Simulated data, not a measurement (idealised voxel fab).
The process module presented herein is designated voxel wiring stack.
We display cut, a cross-section 255 nm in width whose square cells are each 5 nm.
Reading order for cross-sections: top band down to bottom band. Underlying form: a grid of square cells. Band size: one or more rows of cells. Band: top height; bottom height; in nm. Then, left to right: material with width in nm, for each material. "full width": a single material spanning edge to edge. "blank": empty space. Convention: height 0 is the level below which the wafer, as received, is all one material. The lowest band does not terminate at the bottom but continues downward, represented as "top 0, no bottom". A width such as "30..40" changes by the same amount from each row of cells to the next, from the band's top row to its bottom row. For the purposes of this document, the phrase "nothing was modified" attached to a step denotes that no cell within the cross-section was modified by that step. "Enclosed voids" - sealed voids, min. 8 cells, no opening to top; format: width x height at distance (distance from left edge; nm throughout). Whatever follows a step's settings on its line is a remark the simulator itself makes about that step. The "overlay nm" setting may appear on a step's line; for a step that uses a mask, it gives how far to the right of its planned position the mask lay, and a negative value indicates the left.

THESE ARE THE STEPS WE PLANNED FOR THE PROCESS
1: RECEIVE (material Si)
2: CONFORMAL_DEP (material SiO2; thk nm 10)
3: CONFORMAL_DEP (material SiCN; thk nm 5)
4: DIRECTIONAL_DEP (material SiO2; thk nm 15)
5: MASKED_ETCH (tone open; mask id METAL_1; width nm 20; pitch nm 50; etch materials SiO2; depth nm 15; overlay nm 0)
6: MASKED_ETCH (tone open; mask id METAL_1; width nm 20; pitch nm 50; etch materials SiCN; depth nm 5; overlay nm 0)
7: CONFORMAL_DEP (material TiN; thk nm 5)
8: FILL_DEP (material Cu; thk nm 10)
9: CMP (height nm 30)
10: CONFORMAL_DEP (material SiCN; thk nm 5)
11: DIRECTIONAL_DEP (material SiO2; thk nm 15)
12: MASKED_ETCH (tone open; mask id PLUG_1; width nm 15; pitch nm 100; etch materials SiO2; depth nm 15; overlay nm 0)
13: MASKED_ETCH (tone open; mask id PLUG_1; width nm 15; pitch nm 100; etch materials SiCN; depth nm 5; overlay nm 0)
14: EPI (material Ru; thk nm 10)
15: EPI (material Ru; thk nm 10)
16: DIRECTIONAL_DEP (material TiN; thk nm 5)
17: DIRECTIONAL_DEP (material Ru; thk nm 20)
18: MASKED_ETCH (tone cover; mask id METAL_2; width nm 20; pitch nm 50; etch materials Ru; depth nm 20; overlay nm 0)
19: MASKED_ETCH (tone cover; mask id METAL_2; width nm 20; pitch nm 50; etch materials TiN; depth nm 5; overlay nm 0)
20: FILL_DEP (material lowk; thk nm 5)
21: CMP (height nm 75)
22: CONFORMAL_DEP (material SiCN; thk nm 5)

OF TWO WAFERS, THE FIRST: RUN ACCORDING TO PLAN

CROSS-SECTION, INCOMING MATERIAL, AFTER STEP 1
- top 0, no bottom: Si full width
- Enclosed voids: none

AFTER STEP 2, IN CROSS-SECTION
- top 10, bottom 0: SiO2 full width
- All layers under 0 are left as they were.

AFTER STEP 3, IN CROSS-SECTION
- top 15, bottom 10: SiCN full width
- All layers under 10 are left as they were.

AFTER STEP 4, IN CROSS-SECTION
- top 30, bottom 15: SiO2 full width
- All layers under 15 are left as they were.

AFTER STEP 5, IN CROSS-SECTION
- top 30, bottom 15: SiO2: 40  blank: 20  SiO2: 30  blank: 20  SiO2: 30  blank: 20  SiO2: 30  blank: 20  SiO2: 45
- All layers under 15 are left as they were.

AFTER STEP 6, IN CROSS-SECTION
- top 30, bottom 15: SiO2: 40  blank: 20  SiO2: 30  blank: 20  SiO2: 30  blank: 20  SiO2: 30  blank: 20  SiO2: 45
- top 15, bottom 10: SiCN: 40  blank: 20  SiCN: 30  blank: 20  SiCN: 30  blank: 20  SiCN: 30  blank: 20  SiCN: 45
- All layers under 10 are left as they were.

AFTER STEP 7, IN CROSS-SECTION
- top 35, bottom 30: TiN: 45  blank: 10  TiN: 40  blank: 10  TiN: 40  blank: 10  TiN: 40  blank: 10  TiN: 50
- top 30, bottom 15: SiO2: 40  TiN: 5  blank: 10  TiN: 5  SiO2: 30  TiN: 5  blank: 10  TiN: 5  SiO2: 30  TiN: 5  blank: 10  TiN: 5  SiO2: 30  TiN: 5  blank: 10  TiN: 5  SiO2: 45
- top 15, bottom 10: SiCN: 40  TiN: 20  SiCN: 30  TiN: 20  SiCN: 30  TiN: 20  SiCN: 30  TiN: 20  SiCN: 45
- All layers under 10 are left as they were.

AFTER STEP 8, IN CROSS-SECTION
- top 45, bottom 35: Cu full width
- top 35, bottom 30: TiN: 45  Cu: 10  TiN: 40  Cu: 10  TiN: 40  Cu: 10  TiN: 40  Cu: 10  TiN: 50
- top 30, bottom 15: SiO2: 40  TiN: 5  Cu: 10  TiN: 5  SiO2: 30  TiN: 5  Cu: 10  TiN: 5  SiO2: 30  TiN: 5  Cu: 10  TiN: 5  SiO2: 30  TiN: 5  Cu: 10  TiN: 5  SiO2: 45
- All layers under 15 are left as they were.

AFTER STEP 9, IN CROSS-SECTION
- top 30, bottom 15: SiO2: 40  TiN: 5  Cu: 10  TiN: 5  SiO2: 30  TiN: 5  Cu: 10  TiN: 5  SiO2: 30  TiN: 5  Cu: 10  TiN: 5  SiO2: 30  TiN: 5  Cu: 10  TiN: 5  SiO2: 45
- All layers under 15 are left as they were.

AFTER STEP 10, IN CROSS-SECTION
- top 35, bottom 30: SiCN full width
- All layers under 30 are left as they were.

AFTER STEP 11, IN CROSS-SECTION
- top 50, bottom 35: SiO2 full width
- All layers under 35 are left as they were.

AFTER STEP 12, IN CROSS-SECTION
- top 50, bottom 35: SiO2: 40  blank: 15  SiO2: 85  blank: 15  SiO2: 100
- All layers under 35 are left as they were.

AFTER STEP 13, IN CROSS-SECTION
- top 50, bottom 35: SiO2: 40  blank: 15  SiO2: 85  blank: 15  SiO2: 100
- top 35, bottom 30: SiCN: 40  blank: 15  SiCN: 85  blank: 15  SiCN: 100
- All layers under 30 are left as they were.

AFTER STEP 14, IN CROSS-SECTION
- top 50, bottom 40: SiO2: 40  blank: 15  SiO2: 85  blank: 15  SiO2: 100
- top 40, bottom 35: SiO2: 40  Ru: 15  SiO2: 85  Ru: 15  SiO2: 100
- top 35, bottom 30: SiCN: 40  Ru: 15  SiCN: 85  Ru: 15  SiCN: 100
- All layers under 30 are left as they were.

AFTER STEP 15, IN CROSS-SECTION
- top 50, bottom 35: SiO2: 40  Ru: 15  SiO2: 85  Ru: 15  SiO2: 100
- All layers under 35 are left as they were.

AFTER STEP 16, IN CROSS-SECTION
- top 55, bottom 50: TiN full width
- All layers under 50 are left as they were.

AFTER STEP 17, IN CROSS-SECTION
- top 75, bottom 55: Ru full width
- All layers under 55 are left as they were.

AFTER STEP 18, IN CROSS-SECTION
- top 75, bottom 55: blank: 40  Ru: 20  blank: 30  Ru: 20  blank: 30  Ru: 20  blank: 30  Ru: 20  blank: 45
- All layers under 55 are left as they were.

AFTER STEP 19, IN CROSS-SECTION
- top 75, bottom 55: blank: 40  Ru: 20  blank: 30  Ru: 20  blank: 30  Ru: 20  blank: 30  Ru: 20  blank: 45
- top 55, bottom 50: blank: 40  TiN: 20  blank: 30  TiN: 20  blank: 30  TiN: 20  blank: 30  TiN: 20  blank: 45
- All layers under 50 are left as they were.

AFTER STEP 20, IN CROSS-SECTION
- top 80, bottom 75: lowk full width
- top 75, bottom 55: lowk: 40  Ru: 20  lowk: 30  Ru: 20  lowk: 30  Ru: 20  lowk: 30  Ru: 20  lowk: 45
- top 55, bottom 50: lowk: 40  TiN: 20  lowk: 30  TiN: 20  lowk: 30  TiN: 20  lowk: 30  TiN: 20  lowk: 45
- All layers under 50 are left as they were.

AFTER STEP 21, IN CROSS-SECTION
- top 75, bottom 55: lowk: 40  Ru: 20  lowk: 30  Ru: 20  lowk: 30  Ru: 20  lowk: 30  Ru: 20  lowk: 45
- All layers under 55 are left as they were.

AFTER STEP 22, IN CROSS-SECTION
- top 80, bottom 75: SiCN full width
- All layers under 75 are left as they were.

WAFER TWO: LIKE WAFER ONE IN START AND PLAN, BUT WITH ONE MISTAKE IN EXECUTION; IDENTICAL UP TO AND INCLUDING STEP 14

CROSS-SECTIONAL REPRESENTATION OF THE SECOND WAFER AT THE TIME DESIGNATED IN THE PLAN FOR THE COMPLETION OF STEP 15
- top 55, bottom 50: TiN: 40  blank: 15  TiN: 85  blank: 15  TiN: 100
- top 50, bottom 45: SiO2: 40  blank: 15  SiO2: 85  blank: 15  SiO2: 100
- top 45, bottom 40: SiO2: 40  TiN: 15  SiO2: 85  TiN: 15  SiO2: 100
- All layers under 40 are left as they were.

CROSS-SECTIONAL REPRESENTATION OF THE SECOND WAFER AT THE TIME DESIGNATED IN THE PLAN FOR THE COMPLETION OF STEP 16
- top 65, bottom 55: Ru full width
- top 55, bottom 50: TiN: 40  Ru: 15  TiN: 85  Ru: 15  TiN: 100
- top 50, bottom 45: SiO2: 40  Ru: 15  SiO2: 85  Ru: 15  SiO2: 100
- All layers under 45 are left as they were.

CROSS-SECTIONAL REPRESENTATION OF THE SECOND WAFER AT THE TIME DESIGNATED IN THE PLAN FOR THE COMPLETION OF STEP 17
- top 85, bottom 55: Ru full width
- All layers under 55 are left as they were.

CROSS-SECTIONAL REPRESENTATION OF THE SECOND WAFER AT THE TIME DESIGNATED IN THE PLAN FOR THE COMPLETION OF STEP 18
- top 85, bottom 65: blank: 40  Ru: 20  blank: 30  Ru: 20  blank: 30  Ru: 20  blank: 30  Ru: 20  blank: 45
- All layers under 65 are left as they were.

Cross-sectional representation of the second wafer at the time designated in the plan for the completion of step 19: nothing was modified

CROSS-SECTIONAL REPRESENTATION OF THE SECOND WAFER AT THE TIME DESIGNATED IN THE PLAN FOR THE COMPLETION OF STEP 20
- top 90, bottom 85: lowk full width
- top 85, bottom 65: lowk: 40  Ru: 20  lowk: 30  Ru: 20  lowk: 30  Ru: 20  lowk: 30  Ru: 20  lowk: 45
- All layers under 65 are left as they were.

CROSS-SECTIONAL REPRESENTATION OF THE SECOND WAFER AT THE TIME DESIGNATED IN THE PLAN FOR THE COMPLETION OF STEP 21
- top 75, bottom 65: lowk: 40  Ru: 20  lowk: 30  Ru: 20  lowk: 30  Ru: 20  lowk: 30  Ru: 20  lowk: 45
- All layers under 65 are left as they were.

CROSS-SECTIONAL REPRESENTATION OF THE SECOND WAFER AT THE TIME DESIGNATED IN THE PLAN FOR THE COMPLETION OF STEP 22
- top 80, bottom 75: SiCN full width
- All layers under 75 are left as they were.
What broke from the plan during processing? step 15 ran in the slot meant for step 16, and vice versa
Final cells, second wafer relative to first, materials higher or lower: Ru: 70 more | TiN: 35 more | lowk: 105 fewer
